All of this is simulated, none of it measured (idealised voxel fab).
Presented below is a process module, voxel fin reveal.
Displayed cross-section: cut, width of 255 nm, square cells sized 5 nm.
If you're reading a cross-section in this doc, picture square cells in a grid; it comes to you as bands, top ones listed first down to the bottom, and a band can be one or more rows of cells.
Per band: top height and bottom height in nm, followed by the left-to-right materials and their widths in nm; "everywhere" marks a single material spanning edge to edge, "empty" marks empty space.
Heights are reckoned from 0. Under this level, the received wafer is all of one material. The bottommost band is open-ended downward, for example "z 0 and below".
Width "30 to 40": first value at the band's top row of cells, second value at its bottom row, equal change from row to row.
Where a step carries "nothing altered", the cross-section came out of it unchanged, cell for cell.
Under "Closed void entries" you'll find the enclosed gaps, the ones with no way out to the top, that are 8 cells or bigger; each reads width x height at distance, with distance counted from the left edge, everything in nm.
On a step's line, text after the settings is the simulator commenting on that step.
"overlay nm" answers the question of how far to the right of plan the mask lay on a step that has a mask, and when it is negative the answer is to the left.
Pairs from here to the end. Each: cross-section before one process step, cross-section after it, the latter only as far down as the lowest band that changed. Under each: the step between, and its settings. Mind that the pairs may be taken from different runs of this module on the same starting wafer; whether a pair continues from the pair above depends on its entry headed "before", and it does only where that entry says so.
**before**
> z 0 and below  Si everywhere
> Closed void entries: none
**Result of Step**
> z 10 to 0  SiN everywhere
> Note: structure below 0 unchanged.
> Closed void entries: none
The step occurring between the two cross-sections depicted above is identified as CONFORMAL_DEP (material SiN; thk nm 10)
before: Please consult the pair immediately above; the cross-section it shows after its step is the state before this step.
**Result of Step**
> z 25 to 10  empty 80 nm | resist 15 nm | empty 25 nm | resist 15 nm | empty 25 nm | resist 15 nm | empty 80 nm
> Note: structure below 10 unchanged.
> Closed void entries: none
The step occurring between the two cross-sections depicted above is identified as PATTERN (tone cover; mask id FINS; material resist; width nm 15; pitch nm 40; thk nm 15; overlay nm 0)
before: Please consult the pair immediately above; the cross-section it shows after its step is the state before this step.
**Result of Step**
> z 25 to 10  empty 80 nm | resist 15 nm | empty 25 nm | resist 15 nm | empty 25 nm | resist 15 nm | empty 80 nm
> z 10 to 0  empty 80 nm | SiN 15 nm | empty 25 nm | SiN 15 nm | empty 25 nm | SiN 15 nm | empty 80 nm
> Note: structure below 0 unchanged.
> Closed void entries: none
The step occurring between the two cross-sections depicted above is identified as DIRECTIONAL_ETCH (etch materials SiN; depth nm 10)
before: Please consult the pair immediately above; the cross-section it shows after its step is the state before this step.
**Result of Step**
> z 25 to 10  empty 80 nm | resist 15 nm | empty 25 nm | resist 15 nm | empty 25 nm | resist 15 nm | empty 80 nm
> z 10 to 0  empty 80 nm | SiN 15 nm | empty 25 nm | SiN 15 nm | empty 25 nm | SiN 15 nm | empty 80 nm
> z 0 to -35  empty 80 nm | Si 15 nm | empty 25 nm | Si 15 nm | empty 25 nm | Si 15 nm | empty 80 nm
> Note: structure below -35 unchanged.
> Closed void entries: none
The step occurring between the two cross-sections depicted above is identified as DIRECTIONAL_ETCH (etch materials Si; depth nm 35)
before: Please consult the pair immediately above; the cross-section it shows after its step is the state before this step.
**Result of Step**
> z 10 to 0  empty 80 nm | SiN 15 nm | empty 25 nm | SiN 15 nm | empty 25 nm | SiN 15 nm | empty 80 nm
> Note: structure below 0 unchanged.
> Closed void entries: none
The step occurring between the two cross-sections depicted above is identified as STRIP (etch materials resist)
before: Please consult the pair immediately above; the cross-section it shows after its step is the state before this step.
**Result of Step**
> z 10 to 0  empty 80 nm | SiN 15 nm | empty 25 nm | SiN 15 nm | empty 25 nm | SiN 15 nm | empty 80 nm
> z 0 to -35  empty 80 nm | SiO2 5 nm | Si 5 nm | SiO2 5 nm | empty 25 nm | SiO2 5 nm | Si 5 nm | SiO2 5 nm | empty 25 nm | SiO2 5 nm | Si 5 nm | SiO2 5 nm | empty 80 nm
> z -35 to -40  SiO2 85 nm | Si 5 nm | SiO2 35 nm | Si 5 nm | SiO2 35 nm | Si 5 nm | SiO2 85 nm
> Note: structure below -40 unchanged.
> Closed void entries: none
The step occurring between the two cross-sections depicted above is identified as OXIDIZE (depth nm 5)
before: Please consult the pair immediately above; the cross-section it shows after its step is the state before this step.
**Result of Step**
> z 20 to 10  SiO2 everywhere
> z 10 to 0  SiO2 80 nm | SiN 15 nm | SiO2 25 nm | SiN 15 nm | SiO2 25 nm | SiN 15 nm | SiO2 80 nm
> z 0 to -40  SiO2 85 nm | Si 5 nm | SiO2 35 nm | Si 5 nm | SiO2 35 nm | Si 5 nm | SiO2 85 nm
> Note: structure below -40 unchanged.
> Closed void entries: none
The step occurring between the two cross-sections depicted above is identified as FILL_DEP (material SiO2; thk nm 10)
before: Please consult the pair immediately above; the cross-section it shows after its step is the state before this step.
**Result of Step**
> z 10 to 0  SiO2 80 nm | SiN 15 nm | SiO2 25 nm | SiN 15 nm | SiO2 25 nm | SiN 15 nm | SiO2 80 nm
> Note: structure below 0 unchanged.
> Closed void entries: none
The step occurring between the two cross-sections depicted above is identified as CMP (height nm 10)
before: Please consult the pair immediately above; the cross-section it shows after its step is the state before this step.
**Result of Step**
> z 10 to 0  empty 80 nm | SiN 15 nm | empty 25 nm | SiN 15 nm | empty 25 nm | SiN 15 nm | empty 80 nm
> z 0 to -10  empty 85 nm | Si 5 nm | empty 35 nm | Si 5 nm | empty 35 nm | Si 5 nm | empty 85 nm
> Note: structure below -10 unchanged.
> Closed void entries: none
The step occurring between the two cross-sections depicted above is identified as SELECTIVE_ETCH (etch materials SiO2; depth nm 20)
before: Please consult the pair immediately above; the cross-section it shows after its step is the state before this step.
**Result of Step**
> z 0 to -10  empty 85 nm | Si 5 nm | empty 35 nm | Si 5 nm | empty 35 nm | Si 5 nm | empty 85 nm
> Note: structure below -10 unchanged.
> Closed void entries: none
The step occurring between the two cross-sections depicted above is identified as STRIP (etch materials SiN)
**before**
> z 10 to 0  empty 80 nm | SiN 15 nm | empty 25 nm | SiN 15 nm | empty 25 nm | SiN 15 nm | empty 80 nm
> z 0 to -10  empty 85 nm | Si 5 nm | empty 35 nm | Si 5 nm | empty 35 nm | Si 5 nm | empty 85 nm
> z -10 to -40  SiO2 85 nm | Si 5 nm | SiO2 35 nm | Si 5 nm | SiO2 35 nm | Si 5 nm | SiO2 85 nm
> z -40 and below  Si everywhere
> Closed void entries: none
**Result of Step**
> z 10 to 0  empty 80 nm | SiN 15 nm | empty 25 nm | SiN 15 nm | empty 25 nm | SiN 15 nm | empty 80 nm
> z 0 to -30  empty 85 nm | Si 5 nm | empty 35 nm | Si 5 nm | empty 35 nm | Si 5 nm | empty 85 nm
> Note: structure below -30 unchanged.
> Closed void entries: none
The step occurring between the two cross-sections depicted above is identified as SELECTIVE_ETCH (etch materials SiO2; depth nm 20)
before: Please consult the pair immediately above; the cross-section it shows after its step is the state before this step.
**Result of Step**
> z 0 to -30  empty 85 nm | Si 5 nm | empty 35 nm | Si 5 nm | empty 35 nm | Si 5 nm | empty 85 nm
> Note: structure below -30 unchanged.
> Closed void entries: none
The step occurring between the two cross-sections depicted above is identified as STRIP (etch materials SiN)
**before**
> z 10 to 0  SiO2 80 nm | SiN 15 nm | SiO2 25 nm | SiN 15 nm | SiO2 25 nm | SiN 15 nm | SiO2 80 nm
> z 0 to -40  SiO2 85 nm | Si 5 nm | SiO2 35 nm | Si 5 nm | SiO2 35 nm | Si 5 nm | SiO2 85 nm
> z -40 and below  Si everywhere
> Closed void entries: none
**Result of Step**
> z 10 to 0  SiO2 80 nm | empty 15 nm | SiO2 25 nm | empty 15 nm | SiO2 25 nm | empty 15 nm | SiO2 80 nm
> Note: structure below 0 unchanged.
> Closed void entries: none
The step occurring between the two cross-sections depicted above is identified as STRIP (etch materials SiN)
before: Please consult the pair immediately above; the cross-section it shows after its step is the state before this step.
**Result of Step**
> z 0 to -10  empty 85 nm | Si 5 nm | empty 35 nm | Si 5 nm | empty 35 nm | Si 5 nm | empty 85 nm
> z -10 to -20  SiO2 60 nm | empty 25 nm | Si 5 nm | empty 35 nm | Si 5 nm | empty 35 nm | Si 5 nm | empty 25 nm | SiO2 60 nm
> Note: structure below -20 unchanged.
> Closed void entries: none
The step occurring between the two cross-sections depicted above is identified as SELECTIVE_ETCH (etch materials SiO2; depth nm 20)
**before**
> z 25 to 10  empty 80 nm | resist 15 nm | empty 25 nm | resist 15 nm | empty 25 nm | resist 15 nm | empty 80 nm
> z 10 to 0  empty 80 nm | SiN 15 nm | empty 25 nm | SiN 15 nm | empty 25 nm | SiN 15 nm | empty 80 nm
> z 0 and below  Si everywhere
> Closed void entries: none
**Result of Step**
> z 25 to 10  empty 80 nm | resist 15 nm | empty 25 nm | resist 15 nm | empty 25 nm | resist 15 nm | empty 80 nm
> z 10 to 0  empty 80 nm | SiN 15 nm | empty 25 nm | SiN 15 nm | empty 25 nm | SiN 15 nm | empty 80 nm
> z 0 to -45  empty 80 nm | Si 15 nm | empty 25 nm | Si 15 nm | empty 25 nm | Si 15 nm | empty 80 nm
> Note: structure below -45 unchanged.
> Closed void entries: none
The step occurring between the two cross-sections depicted above is identified as DIRECTIONAL_ETCH (etch materials Si; depth nm 45)
before: Please consult the pair immediately above; the cross-section it shows after its step is the state before this step.
**Result of Step**
> z 10 to 0  empty 80 nm | SiN 15 nm | empty 25 nm | SiN 15 nm | empty 25 nm | SiN 15 nm | empty 80 nm
> Note: structure below 0 unchanged.
> Closed void entries: none
The step occurring between the two cross-sections depicted above is identified as STRIP (etch materials resist)
before: Please consult the pair immediately above; the cross-section it shows after its step is the state before this step.
**Result of Step**
> z 10 to 0  empty 80 nm | SiN 15 nm | empty 25 nm | SiN 15 nm | empty 25 nm | SiN 15 nm | empty 80 nm
> z 0 to -45  empty 80 nm | SiO2 5 nm | Si 5 nm | SiO2 5 nm | empty 25 nm | SiO2 5 nm | Si 5 nm | SiO2 5 nm | empty 25 nm | SiO2 5 nm | Si 5 nm | SiO2 5 nm | empty 80 nm
> z -45 to -50  SiO2 85 nm | Si 5 nm | SiO2 35 nm | Si 5 nm | SiO2 35 nm | Si 5 nm | SiO2 85 nm
> Note: structure below -50 unchanged.
> Closed void entries: none
The step occurring between the two cross-sections depicted above is identified as OXIDIZE (depth nm 5)
before: Please consult the pair immediately above; the cross-section it shows after its step is the state before this step.
**Result of Step**
> z 20 to 10  SiO2 everywhere
> z 10 to 0  SiO2 80 nm | SiN 15 nm | SiO2 25 nm | SiN 15 nm | SiO2 25 nm | SiN 15 nm | SiO2 80 nm
> z 0 to -50  SiO2 85 nm | Si 5 nm | SiO2 35 nm | Si 5 nm | SiO2 35 nm | Si 5 nm | SiO2 85 nm
> Note: structure below -50 unchanged.
> Closed void entries: none
The step occurring between the two cross-sections depicted above is identified as FILL_DEP (material SiO2; thk nm 10)
before: Please consult the pair immediately above; the cross-section it shows after its step is the state before this step.
**Result of Step**
> z 10 to 0  SiO2 80 nm | SiN 15 nm | SiO2 25 nm | SiN 15 nm | SiO2 25 nm | SiN 15 nm | SiO2 80 nm
> Note: structure below 0 unchanged.
> Closed void entries: none
The step occurring between the two cross-sections depicted above is identified as CMP (height nm 10)
before: Please consult the pair immediately above; the cross-section it shows after its step is the state before this step.
**Result of Step**
> z 10 to 0  empty 80 nm | SiN 15 nm | empty 25 nm | SiN 15 nm | empty 25 nm | SiN 15 nm | empty 80 nm
> z 0 to -10  empty 85 nm | Si 5 nm | empty 35 nm | Si 5 nm | empty 35 nm | Si 5 nm | empty 85 nm
> Note: structure below -10 unchanged.
> Closed void entries: none
The step occurring between the two cross-sections depicted above is identified as SELECTIVE_ETCH (etch materials SiO2; depth nm 20)
before: Please consult the pair immediately above; the cross-section it shows after its step is the state before this step.
**Result of Step**
> z 0 to -10  empty 85 nm | Si 5 nm | empty 35 nm | Si 5 nm | empty 35 nm | Si 5 nm | empty 85 nm
> Note: structure below -10 unchanged.
> Closed void entries: none
The step occurring between the two cross-sections depicted above is identified as STRIP (etch materials SiN)
**before**
> z 10 to 0  SiN everywhere
> z 0 and below  Si everywhere
> Closed void entries: none
**Result of Step**
> z 25 to 10  empty 80 nm | resist 20 nm | empty 20 nm | resist 20 nm | empty 20 nm | resist 20 nm | empty 75 nm
> Note: structure below 10 unchanged.
> Closed void entries: none
The step occurring between the two cross-sections depicted above is identified as PATTERN (tone cover; mask id FINS; material resist; width nm 20; pitch nm 40; thk nm 15; overlay nm 0)
before: Please consult the pair immediately above; the cross-section it shows after its step is the state before this step.
**Result of Step**
> z 25 to 10  empty 80 nm | resist 20 nm | empty 20 nm | resist 20 nm | empty 20 nm | resist 20 nm | empty 75 nm
> z 10 to 0  empty 80 nm | SiN 20 nm | empty 20 nm | SiN 20 nm | empty 20 nm | SiN 20 nm | empty 75 nm
> Note: structure below 0 unchanged.
> Closed void entries: none
The step occurring between the two cross-sections depicted above is identified as DIRECTIONAL_ETCH (etch materials SiN; depth nm 10)
before: Please consult the pair immediately above; the cross-section it shows after its step is the state before this step.
**Result of Step**
> z 25 to 10  empty 80 nm | resist 20 nm | empty 20 nm | resist 20 nm | empty 20 nm | resist 20 nm | empty 75 nm
> z 10 to 0  empty 80 nm | SiN 20 nm | empty 20 nm | SiN 20 nm | empty 20 nm | SiN 20 nm | empty 75 nm
> z 0 to -35  empty 80 nm | Si 20 nm | empty 20 nm | Si 20 nm | empty 20 nm | Si 20 nm | empty 75 nm
> Note: structure below -35 unchanged.
> Closed void entries: none
The step occurring between the two cross-sections depicted above is identified as DIRECTIONAL_ETCH (etch materials Si; depth nm 35)
before: Please consult the pair immediately above; the cross-section it shows after its step is the state before this step.
**Result of Step**
> z 10 to 0  empty 80 nm | SiN 20 nm | empty 20 nm | SiN 20 nm | empty 20 nm | SiN 20 nm | empty 75 nm
> Note: structure below 0 unchanged.
> Closed void entries: none
The step occurring between the two cross-sections depicted above is identified as STRIP (etch materials resist)
before: Please consult the pair immediately above; the cross-section it shows after its step is the state before this step.
**Result of Step**
> z 10 to 0  empty 80 nm | SiN 20 nm | empty 20 nm | SiN 20 nm | empty 20 nm | SiN 20 nm | empty 75 nm
> z 0 to -35  empty 80 nm | SiO2 5 nm | Si 10 nm | SiO2 5 nm | empty 20 nm | SiO2 5 nm | Si 10 nm | SiO2 5 nm | empty 20 nm | SiO2 5 nm | Si 10 nm | SiO2 5 nm | empty 75 nm
> z -35 to -40  SiO2 85 nm | Si 10 nm | SiO2 30 nm | Si 10 nm | SiO2 30 nm | Si 10 nm | SiO2 80 nm
> Note: structure below -40 unchanged.
> Closed void entries: none
The step occurring between the two cross-sections depicted above is identified as OXIDIZE (depth nm 5)
before: Please consult the pair immediately above; the cross-section it shows after its step is the state before this step.
**Result of Step**
> z 20 to 10  SiO2 everywhere
> z 10 to 0  SiO2 80 nm | SiN 20 nm | SiO2 20 nm | SiN 20 nm | SiO2 20 nm | SiN 20 nm | SiO2 75 nm
> z 0 to -40  SiO2 85 nm | Si 10 nm | SiO2 30 nm | Si 10 nm | SiO2 30 nm | Si 10 nm | SiO2 80 nm
> Note: structure below -40 unchanged.
> Closed void entries: none
The step occurring between the two cross-sections depicted above is identified as FILL_DEP (material SiO2; thk nm 10)
before: Please consult the pair immediately above; the cross-section it shows after its step is the state before this step.
**Result of Step**
> z 10 to 0  SiO2 80 nm | SiN 20 nm | SiO2 20 nm | SiN 20 nm | SiO2 20 nm | SiN 20 nm | SiO2 75 nm
> Note: structure below 0 unchanged.
> Closed void entries: none
The step occurring between the two cross-sections depicted above is identified as CMP (height nm 10)
before: Please consult the pair immediately above; the cross-section it shows after its step is the state before this step.
**Result of Step**
> z 10 to 0  empty 80 nm | SiN 20 nm | empty 20 nm | SiN 20 nm | empty 20 nm | SiN 20 nm | empty 75 nm
> z 0 to -10  empty 85 nm | Si 10 nm | empty 30 nm | Si 10 nm | empty 30 nm | Si 10 nm | empty 80 nm
> Note: structure below -10 unchanged.
> Closed void entries: none
The step occurring between the two cross-sections depicted above is identified as SELECTIVE_ETCH (etch materials SiO2; depth nm 20)
before: Please consult the pair immediately above; the cross-section it shows after its step is the state before this step.
**Result of Step**
> z 0 to -10  empty 85 nm | Si 10 nm | empty 30 nm | Si 10 nm | empty 30 nm | Si 10 nm | empty 80 nm
> Note: structure below -10 unchanged.
> Closed void entries: none
The step occurring between the two cross-sections depicted above is identified as STRIP (etch materials SiN)
**before**
> z 10 to 0  SiN everywhere
> z 0 and below  Si everywhere
> Closed void entries: none
**Result of Step**
> z 25 to 10  empty 75 nm | resist 15 nm | empty 25 nm | resist 15 nm | empty 25 nm | resist 15 nm | empty 85 nm
> Note: structure below 10 unchanged.
> Closed void entries: none
The step occurring between the two cross-sections depicted above is identified as PATTERN (tone cover; mask id FINS; material resist; width nm 15; pitch nm 40; thk nm 15; overlay nm -5)
before: Please consult the pair immediately above; the cross-section it shows after its step is the state before this step.
**Result of Step**
> z 25 to 10  empty 75 nm | resist 15 nm | empty 25 nm | resist 15 nm | empty 25 nm | resist 15 nm | empty 85 nm
> z 10 to 0  empty 75 nm | SiN 15 nm | empty 25 nm | SiN 15 nm | empty 25 nm | SiN 15 nm | empty 85 nm
> Note: structure below 0 unchanged.
> Closed void entries: none
The step occurring between the two cross-sections depicted above is identified as DIRECTIONAL_ETCH (etch materials SiN; depth nm 10)
before: Please consult the pair immediately above; the cross-section it shows after its step is the state before this step.
**Result of Step**
> z 25 to 10  empty 75 nm | resist 15 nm | empty 25 nm | resist 15 nm | empty 25 nm | resist 15 nm | empty 85 nm
> z 10 to 0  empty 75 nm | SiN 15 nm | empty 25 nm | SiN 15 nm | empty 25 nm | SiN 15 nm | empty 85 nm
> z 0 to -35  empty 75 nm | Si 15 nm | empty 25 nm | Si 15 nm | empty 25 nm | Si 15 nm | empty 85 nm
> Note: structure below -35 unchanged.
> Closed void entries: none
The step occurring between the two cross-sections depicted above is identified as DIRECTIONAL_ETCH (etch materials Si; depth nm 35)
before: Please consult the pair immediately above; the cross-section it shows after its step is the state before this step.
**Result of Step**
> z 10 to 0  empty 75 nm | SiN 15 nm | empty 25 nm | SiN 15 nm | empty 25 nm | SiN 15 nm | empty 85 nm
> Note: structure below 0 unchanged.
> Closed void entries: none
The step occurring between the two cross-sections depicted above is identified as STRIP (etch materials resist)
before: Please consult the pair immediately above; the cross-section it shows after its step is the state before this step.
**Result of Step**
> z 10 to 0  empty 75 nm | SiN 15 nm | empty 25 nm | SiN 15 nm | empty 25 nm | SiN 15 nm | empty 85 nm
> z 0 to -35  empty 75 nm | SiO2 5 nm | Si 5 nm | SiO2 5 nm | empty 25 nm | SiO2 5 nm | Si 5 nm | SiO2 5 nm | empty 25 nm | SiO2 5 nm | Si 5 nm | SiO2 5 nm | empty 85 nm
> z -35 to -40  SiO2 80 nm | Si 5 nm | SiO2 35 nm | Si 5 nm | SiO2 35 nm | Si 5 nm | SiO2 90 nm
> Note: structure below -40 unchanged.
> Closed void entries: none
The step occurring between the two cross-sections depicted above is identified as OXIDIZE (depth nm 5)
before: Please consult the pair immediately above; the cross-section it shows after its step is the state before this step.
**Result of Step**
> z 20 to 10  SiO2 everywhere
> z 10 to 0  SiO2 75 nm | SiN 15 nm | SiO2 25 nm | SiN 15 nm | SiO2 25 nm | SiN 15 nm | SiO2 85 nm
> z 0 to -40  SiO2 80 nm | Si 5 nm | SiO2 35 nm | Si 5 nm | SiO2 35 nm | Si 5 nm | SiO2 90 nm
> Note: structure below -40 unchanged.
> Closed void entries: none
The step occurring between the two cross-sections depicted above is identified as FILL_DEP (material SiO2; thk nm 10)
before: Please consult the pair immediately above; the cross-section it shows after its step is the state before this step.
**Result of Step**
> z 10 to 0  SiO2 75 nm | SiN 15 nm | SiO2 25 nm | SiN 15 nm | SiO2 25 nm | SiN 15 nm | SiO2 85 nm
> Note: structure below 0 unchanged.
> Closed void entries: none
The step occurring between the two cross-sections depicted above is identified as CMP (height nm 10)
before: Please consult the pair immediately above; the cross-section it shows after its step is the state before this step.
**Result of Step**
> z 10 to 0  empty 75 nm | SiN 15 nm | empty 25 nm | SiN 15 nm | empty 25 nm | SiN 15 nm | empty 85 nm
> z 0 to -10  empty 80 nm | Si 5 nm | empty 35 nm | Si 5 nm | empty 35 nm | Si 5 nm | empty 90 nm
> Note: structure below -10 unchanged.
> Closed void entries: none
The step occurring between the two cross-sections depicted above is identified as SELECTIVE_ETCH (etch materials SiO2; depth nm 20)
before: Please consult the pair immediately above; the cross-section it shows after its step is the state before this step.
**Result of Step**
> z 0 to -10  empty 80 nm | Si 5 nm | empty 35 nm | Si 5 nm | empty 35 nm | Si 5 nm | empty 90 nm
> Note: structure below -10 unchanged.
> Closed void entries: none
The step occurring between the two cross-sections depicted above is identified as STRIP (etch materials SiN)
**before**
> z 10 to 0  empty 80 nm | SiN 15 nm | empty 25 nm | SiN 15 nm | empty 25 nm | SiN 15 nm | empty 80 nm
> z 0 to -10  empty 85 nm | Si 5 nm | empty 35 nm | Si 5 nm | empty 35 nm | Si 5 nm | empty 85 nm
> z -10 to -40  SiO2 85 nm | Si 5 nm | SiO2 35 nm | Si 5 nm | SiO2 35 nm | Si 5 nm | SiO2 85 nm
> z -40 and below  Si everywhere
> Closed void entries: none
**Result of Step**
> z 10 to 0  empty 80 nm | SiN 15 nm | empty 25 nm | SiN 15 nm | empty 25 nm | SiN 15 nm | empty 80 nm
> z 0 to -40  empty 85 nm | Si 5 nm | empty 35 nm | Si 5 nm | empty 35 nm | Si 5 nm | empty 85 nm
> Note: structure below -40 unchanged.
> Closed void entries: none
The step occurring between the two cross-sections depicted above is identified as STRIP (etch materials SiO2)
**before**
> z 10 to 0  SiN everywhere
> z 0 and below  Si everywhere
> Closed void entries: none
**Result of Step**
> z 25 to 10  resist 80 nm | empty 15 nm | resist 25 nm | empty 15 nm | resist 25 nm | empty 15 nm | resist 80 nm
> Note: structure below 10 unchanged.
> Closed void entries: none
The step occurring between the two cross-sections depicted above is identified as PATTERN (tone open; mask id FINS; material resist; width nm 15; pitch nm 40; thk nm 15; overlay nm 0)
before: Please consult the pair immediately above; the cross-section it shows after its step is the state before this step.
**Result of Step**
> z 25 to 10  resist 80 nm | empty 15 nm | resist 25 nm | empty 15 nm | resist 25 nm | empty 15 nm | resist 80 nm
> z 10 to 0  SiN 80 nm | empty 15 nm | SiN 25 nm | empty 15 nm | SiN 25 nm | empty 15 nm | SiN 80 nm
> Note: structure below 0 unchanged.
> Closed void entries: none
The step occurring between the two cross-sections depicted above is identified as DIRECTIONAL_ETCH (etch materials SiN; depth nm 10)
before: Please consult the pair immediately above; the cross-section it shows after its step is the state before this step.
**Result of Step**
> z 25 to 10  resist 80 nm | empty 15 nm | resist 25 nm | empty 15 nm | resist 25 nm | empty 15 nm | resist 80 nm
> z 10 to 0  SiN 80 nm | empty 15 nm | SiN 25 nm | empty 15 nm | SiN 25 nm | empty 15 nm | SiN 80 nm
> z 0 to -35  Si 80 nm | empty 15 nm | Si 25 nm | empty 15 nm | Si 25 nm | empty 15 nm | Si 80 nm
> Note: structure below -35 unchanged.
> Closed void entries: none
The step occurring between the two cross-sections depicted above is identified as DIRECTIONAL_ETCH (etch materials Si; depth nm 35)
before: Please consult the pair immediately above; the cross-section it shows after its step is the state before this step.
**Result of Step**
> z 10 to 0  SiN 80 nm | empty 15 nm | SiN 25 nm | empty 15 nm | SiN 25 nm | empty 15 nm | SiN 80 nm
> Note: structure below 0 unchanged.
> Closed void entries: none
The step occurring between the two cross-sections depicted above is identified as STRIP (etch materials resist)
before: Please consult the pair immediately above; the cross-section it shows after its step is the state before this step.
**Result of Step**
> z 10 to 0  SiN 80 nm | empty 15 nm | SiN 25 nm | empty 15 nm | SiN 25 nm | empty 15 nm | SiN 80 nm
> z 0 to -35  Si 75 nm | SiO2 5 nm | empty 15 nm | SiO2 5 nm | Si 15 nm | SiO2 5 nm | empty 15 nm | SiO2 5 nm | Si 15 nm | SiO2 5 nm | empty 15 nm | SiO2 5 nm | Si 75 nm
> z -35 to -40  Si 75 nm | SiO2 25 nm | Si 15 nm | SiO2 25 nm | Si 15 nm | SiO2 25 nm | Si 75 nm
> Note: structure below -40 unchanged.
> Closed void entries: none
The step occurring between the two cross-sections depicted above is identified as OXIDIZE (depth nm 5)
before: Please consult the pair immediately above; the cross-section it shows after its step is the state before this step.
**Result of Step**
> z 20 to 10  SiO2 everywhere
> z 10 to 0  SiN 80 nm | SiO2 15 nm | SiN 25 nm | SiO2 15 nm | SiN 25 nm | SiO2 15 nm | SiN 80 nm
> z 0 to -40  Si 75 nm | SiO2 25 nm | Si 15 nm | SiO2 25 nm | Si 15 nm | SiO2 25 nm | Si 75 nm
> Note: structure below -40 unchanged.
> Closed void entries: none
The step occurring between the two cross-sections depicted above is identified as FILL_DEP (material SiO2; thk nm 10)
before: Please consult the pair immediately above; the cross-section it shows after its step is the state before this step.
**Result of Step**
> z 10 to 0  SiN 80 nm | SiO2 15 nm | SiN 25 nm | SiO2 15 nm | SiN 25 nm | SiO2 15 nm | SiN 80 nm
> Note: structure below 0 unchanged.
> Closed void entries: none
The step occurring between the two cross-sections depicted above is identified as CMP (height nm 10)
before: Please consult the pair immediately above; the cross-section it shows after its step is the state before this step.
**Result of Step**
> z 10 to 0  SiN 80 nm | empty 15 nm | SiN 25 nm | empty 15 nm | SiN 25 nm | empty 15 nm | SiN 80 nm
> z 0 to -10  Si 75 nm | empty 25 nm | Si 15 nm | empty 25 nm | Si 15 nm | empty 25 nm | Si 75 nm
> Note: structure below -10 unchanged.
> Closed void entries: none
The step occurring between the two cross-sections depicted above is identified as SELECTIVE_ETCH (etch materials SiO2; depth nm 20)
before: Please consult the pair immediately above; the cross-section it shows after its step is the state before this step.
**Result of Step**
> z 0 to -10  Si 75 nm | empty 25 nm | Si 15 nm | empty 25 nm | Si 15 nm | empty 25 nm | Si 75 nm
> Note: structure below -10 unchanged.
> Closed void entries: none
The step occurring between the two cross-sections depicted above is identified as STRIP (etch materials SiN)
